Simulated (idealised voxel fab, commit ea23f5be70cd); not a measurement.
You're looking at the process module voxel released beams.
Square cells of 5 nm make up the cross-section cut, whose width is 235 nm.
Think of the cross-section as a grid of square cells. We describe it in bands, top to bottom, and each band covers one or more rows of those cells. This entry defines a band. It first specifies the height of the band's top and the height of its bottom in nm, and then specifies the band's materials from left to right, stating each material with its width in nm. The word "edge to edge" identifies a single material that fills the band from edge to edge, while the word "empty" identifies empty space. Ref level 0: as-received wafer is one material below here. Bottom band extends down with no lower bound ("top 0, no bottom"). It should be noted that a width expressed as "30 to 40" varies in equal increments from row to row of cells within the band, taking the value of the first number at the top row and that of the second number at the bottom row. "remains unaltered" -> step changed no cross-section cell. If an empty space has no open way to the top and is at least 8 cells in size, "Entrapped void list" lists it, written width x height at distance, where distance is measured from the left edge and every value is in nm. Anything after a step's settings on that line? It's the simulator's own note about the step. Regarding "overlay nm": on a step with a mask, it is the distance the mask lay to the right of its planned place; a negative value places it to the left.

**Process steps - plan**
1. RECEIVE | material Si
2. CONFORMAL_DEP | material SiN | thk nm 10
3. DIRECTIONAL_DEP | material SiO2 | thk nm 15
4. DIRECTIONAL_DEP | material aC | thk nm 10
5. PATTERN | tone open | mask id ANCHOR | material resist | width nm 35 | thk nm 25 | overlay nm 0
6. DIRECTIONAL_ETCH | etch materials aC | depth nm 10
7. STRIP | etch materials resist
8. DIRECTIONAL_ETCH | etch materials SiO2 | depth nm 15
9. STRIP | etch materials aC
10. CONFORMAL_DEP | material TiN | thk nm 10
11. DIRECTIONAL_DEP | material aC | thk nm 15
12. PATTERN | tone cover | mask id BEAM | material resist | width nm 90 | thk nm 30 | overlay nm 0
13. DIRECTIONAL_ETCH | etch materials aC | depth nm 15
14. STRIP | etch materials resist
15. DIRECTIONAL_ETCH | etch materials TiN | depth nm 10
16. STRIP | etch materials aC
17. STRIP | etch materials SiO2

**as received, after step 1**
top 0, no bottom = Si edge to edge
Entrapped void list: none

**One mistake in running the module, otherwise start and plan as above: cross-section at the end**
top 35, bottom 25 = 70 of empty; 90 of TiN; 75 of empty
top 25, bottom 15 = SiN edge to edge
top 15, bottom 0 = SiO2 edge to edge
top 0, no bottom = Si edge to edge
Entrapped void list: none
What was done differently from what was planned? mixed up steps 2 and 3 - ran each in the other's place
